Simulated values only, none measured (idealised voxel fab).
Documented hereafter: the process module known as voxel self aligned vias.
For reference, the cross-section in this document is cut, with width 200 nm and square cells of 5 nm.
Cross-section format: a grid of square cells, given as bands from top to bottom; each band is one or more rows of cells.
The band entry comprises the height of the band's top followed by the height of its bottom, expressed in nm, and subsequently the band's materials from left to right, each stated together with its width in nm. Where a single material is marked with the word "edge to edge", that material fills the band from edge to edge. The word "blank" represents empty space.
Ref level 0: as-received wafer is one material below here. Bottom band extends down with no lower bound ("0 down").
Note: "30 to 40" means the width goes from the first number (top row of the band) to the second number (bottom row) in equal steps per row of cells.
"all unchanged" (step): cross-section cells unchanged, all of them.
The list in "Fully sealed voids" covers empty spaces of 8 cells or more that cannot reach the top through any open way, and it gives each as width x height at distance; the distance is from the left edge, and width, height and distance are in nm.
The remark found on a step's line after its settings is issued by the simulator itself and pertains to that step.
A step's line can hold "overlay nm"; with a mask on that step, the setting says how far right of the planned place the mask lay, while a negative setting says it lay to the left.

### plan
step 1: RECEIVE with material Si
step 2: CONFORMAL_DEP with material SiO2, thk nm 10
step 3: CONFORMAL_DEP with material SiCN, thk nm 5
step 4: DIRECTIONAL_DEP with material SiO2, thk nm 30
step 5: PATTERN with tone open, mask id LINES, material resist, width nm 30, pitch nm 70, thk nm 15, overlay nm 0
step 6: DIRECTIONAL_ETCH with etch materials SiO2, depth nm 30
step 7: STRIP with etch materials resist
step 8: CONFORMAL_DEP with material TiN, thk nm 5
step 9: FILL_DEP with material Ru, thk nm 10
step 10: CMP with height nm 45
step 11: SELECTIVE_ETCH with etch materials W Ru TiN, depth nm 5
step 12: FILL_DEP with material SiN, thk nm 5
step 13: CMP with height nm 45
step 14: DIRECTIONAL_DEP with material SiO2, thk nm 20
step 15: PATTERN with tone open, mask id VIAS, material resist, width nm 50, pitch nm 70, thk nm 15, overlay nm 0
step 16: DIRECTIONAL_ETCH with etch materials SiO2, depth nm 20
step 17: DIRECTIONAL_ETCH with etch materials SiN, depth nm 5
step 18: STRIP with etch materials resist
step 19: CONFORMAL_DEP with material TiN, thk nm 5
step 20: FILL_DEP with material W, thk nm 5
step 21: CMP with height nm 65
step 22: CONFORMAL_DEP with material SiCN, thk nm 5

### first wafer, as planned

### Shown in cross-section is the wafer as received, that is, as it stands after step 1
> 0 down = Si edge to edge
> Fully sealed voids: none

### Sectional view: wafer, after step 2
> 10 to 0 = SiO2 edge to edge
> Lower than 0, everything is as it was.

### Sectional view: wafer, after step 3
> 15 to 10 = SiCN edge to edge
> Lower than 10, everything is as it was.

### Sectional view: wafer, after step 4
> 45 to 15 = SiO2 edge to edge
> Lower than 15, everything is as it was.

### Sectional view: wafer, after step 5
> 60 to 45 = resist=50 / blank=30 / resist=40 / blank=30 / resist=50
> Lower than 45, everything is as it was.

### Sectional view: wafer, after step 6
> 60 to 45 = resist=50 / blank=30 / resist=40 / blank=30 / resist=50
> 45 to 15 = SiO2=50 / blank=30 / SiO2=40 / blank=30 / SiO2=50
> Lower than 15, everything is as it was.

### Sectional view: wafer, after step 7
> 45 to 15 = SiO2=50 / blank=30 / SiO2=40 / blank=30 / SiO2=50
> Lower than 15, everything is as it was.

### Sectional view: wafer, after step 8
> 50 to 45 = TiN=55 / blank=20 / TiN=50 / blank=20 / TiN=55
> 45 to 20 = SiO2=50 / TiN=5 / blank=20 / TiN=5 / SiO2=40 / TiN=5 / blank=20 / TiN=5 / SiO2=50
> 20 to 15 = SiO2=50 / TiN=30 / SiO2=40 / TiN=30 / SiO2=50
> Lower than 15, everything is as it was.

### Sectional view: wafer, after step 9
> 60 to 50 = Ru edge to edge
> 50 to 45 = TiN=55 / Ru=20 / TiN=50 / Ru=20 / TiN=55
> 45 to 20 = SiO2=50 / TiN=5 / Ru=20 / TiN=5 / SiO2=40 / TiN=5 / Ru=20 / TiN=5 / SiO2=50
> Lower than 20, everything is as it was.

### Sectional view: wafer, after step 10
> 45 to 20 = SiO2=50 / TiN=5 / Ru=20 / TiN=5 / SiO2=40 / TiN=5 / Ru=20 / TiN=5 / SiO2=50
> Lower than 20, everything is as it was.

### Sectional view: wafer, after step 11
> 45 to 40 = SiO2=50 / blank=30 / SiO2=40 / blank=30 / SiO2=50
> Lower than 40, everything is as it was.

### Sectional view: wafer, after step 12
> 50 to 45 = SiN edge to edge
> 45 to 40 = SiO2=50 / SiN=30 / SiO2=40 / SiN=30 / SiO2=50
> Lower than 40, everything is as it was.

### Sectional view: wafer, after step 13
> 45 to 40 = SiO2=50 / SiN=30 / SiO2=40 / SiN=30 / SiO2=50
> Lower than 40, everything is as it was.

### Sectional view: wafer, after step 14
> 65 to 45 = SiO2 edge to edge
> Lower than 45, everything is as it was.

### Sectional view: wafer, after step 15
> 80 to 65 = resist=40 / blank=50 / resist=20 / blank=50 / resist=40
> Lower than 65, everything is as it was.

### Sectional view: wafer, after step 16
> 80 to 65 = resist=40 / blank=50 / resist=20 / blank=50 / resist=40
> 65 to 45 = SiO2=40 / blank=50 / SiO2=20 / blank=50 / SiO2=40
> Lower than 45, everything is as it was.

### Sectional view: wafer, after step 17
> 80 to 65 = resist=40 / blank=50 / resist=20 / blank=50 / resist=40
> 65 to 45 = SiO2=40 / blank=50 / SiO2=20 / blank=50 / SiO2=40
> 45 to 40 = SiO2=50 / blank=30 / SiO2=40 / blank=30 / SiO2=50
> Lower than 40, everything is as it was.

### Sectional view: wafer, after step 18
> 65 to 45 = SiO2=40 / blank=50 / SiO2=20 / blank=50 / SiO2=40
> Lower than 45, everything is as it was.

### Sectional view: wafer, after step 19
> 70 to 65 = TiN=45 / blank=40 / TiN=30 / blank=40 / TiN=45
> 65 to 50 = SiO2=40 / TiN=5 / blank=40 / TiN=5 / SiO2=20 / TiN=5 / blank=40 / TiN=5 / SiO2=40
> 50 to 45 = SiO2=40 / TiN=15 / blank=20 / TiN=15 / SiO2=20 / TiN=15 / blank=20 / TiN=15 / SiO2=40
> 45 to 40 = SiO2=50 / TiN=30 / SiO2=40 / TiN=30 / SiO2=50
> Lower than 40, everything is as it was.

### Sectional view: wafer, after step 20
> 75 to 70 = W edge to edge
> 70 to 65 = TiN=45 / W=40 / TiN=30 / W=40 / TiN=45
> 65 to 50 = SiO2=40 / TiN=5 / W=40 / TiN=5 / SiO2=20 / TiN=5 / W=40 / TiN=5 / SiO2=40
> 50 to 45 = SiO2=40 / TiN=15 / W=20 / TiN=15 / SiO2=20 / TiN=15 / W=20 / TiN=15 / SiO2=40
> Lower than 45, everything is as it was.

### Sectional view: wafer, after step 21
> 65 to 50 = SiO2=40 / TiN=5 / W=40 / TiN=5 / SiO2=20 / TiN=5 / W=40 / TiN=5 / SiO2=40
> Lower than 50, everything is as it was.

### Sectional view: wafer, after step 22
> 70 to 65 = SiCN edge to edge
> Lower than 65, everything is as it was.

### Wafer two: like wafer one in start and plan, but with one mistake in execution; identical up to and including step 15

### Second wafer, cross-section, planned end of step 16
> 80 to 65 = resist=40 / blank=50 / resist=20 / blank=50 / resist=40
> 65 to 45 = SiO2=40 / blank=50 / SiO2=20 / blank=50 / SiO2=40
> 45 to 40 = SiO2=40 / blank=10 / SiN=30 / blank=10 / SiO2=20 / blank=10 / SiN=30 / blank=10 / SiO2=40
> 40 to 25 = SiO2=40 / blank=10 / TiN=5 / Ru=20 / TiN=5 / blank=10 / SiO2=20 / blank=10 / TiN=5 / Ru=20 / TiN=5 / blank=10 / SiO2=40
> Lower than 25, everything is as it was.

### Second wafer, cross-section, planned end of step 17
> 80 to 65 = resist=40 / blank=50 / resist=20 / blank=50 / resist=40
> 65 to 40 = SiO2=40 / blank=50 / SiO2=20 / blank=50 / SiO2=40
> Lower than 40, everything is as it was.

### Second wafer, cross-section, planned end of step 18
> 65 to 40 = SiO2=40 / blank=50 / SiO2=20 / blank=50 / SiO2=40
> Lower than 40, everything is as it was.

### Second wafer, cross-section, planned end of step 19
> 70 to 65 = TiN=45 / blank=40 / TiN=30 / blank=40 / TiN=45
> 65 to 45 = SiO2=40 / TiN=5 / blank=40 / TiN=5 / SiO2=20 / TiN=5 / blank=40 / TiN=5 / SiO2=40
> 45 to 40 = SiO2=40 / TiN=50 / SiO2=20 / TiN=50 / SiO2=40
> 40 to 25 = SiO2=40 / TiN=15 / Ru=20 / TiN=15 / SiO2=20 / TiN=15 / Ru=20 / TiN=15 / SiO2=40
> Lower than 25, everything is as it was.

### Second wafer, cross-section, planned end of step 20
> 75 to 70 = W edge to edge
> 70 to 65 = TiN=45 / W=40 / TiN=30 / W=40 / TiN=45
> 65 to 45 = SiO2=40 / TiN=5 / W=40 / TiN=5 / SiO2=20 / TiN=5 / W=40 / TiN=5 / SiO2=40
> Lower than 45, everything is as it was.

### Second wafer, cross-section, planned end of step 21
> 65 to 45 = SiO2=40 / TiN=5 / W=40 / TiN=5 / SiO2=20 / TiN=5 / W=40 / TiN=5 / SiO2=40
> Lower than 45, everything is as it was.

### Second wafer, cross-section, planned end of step 22
> 70 to 65 = SiCN edge to edge
> Lower than 65, everything is as it was.
So what did we get wrong on this run? twice over, step 16 of the plan was run
Once processing is complete, comparing cell counts shows that the second wafer has more or fewer of certain materials than the first: SiO2 -32; TiN +24; W +8
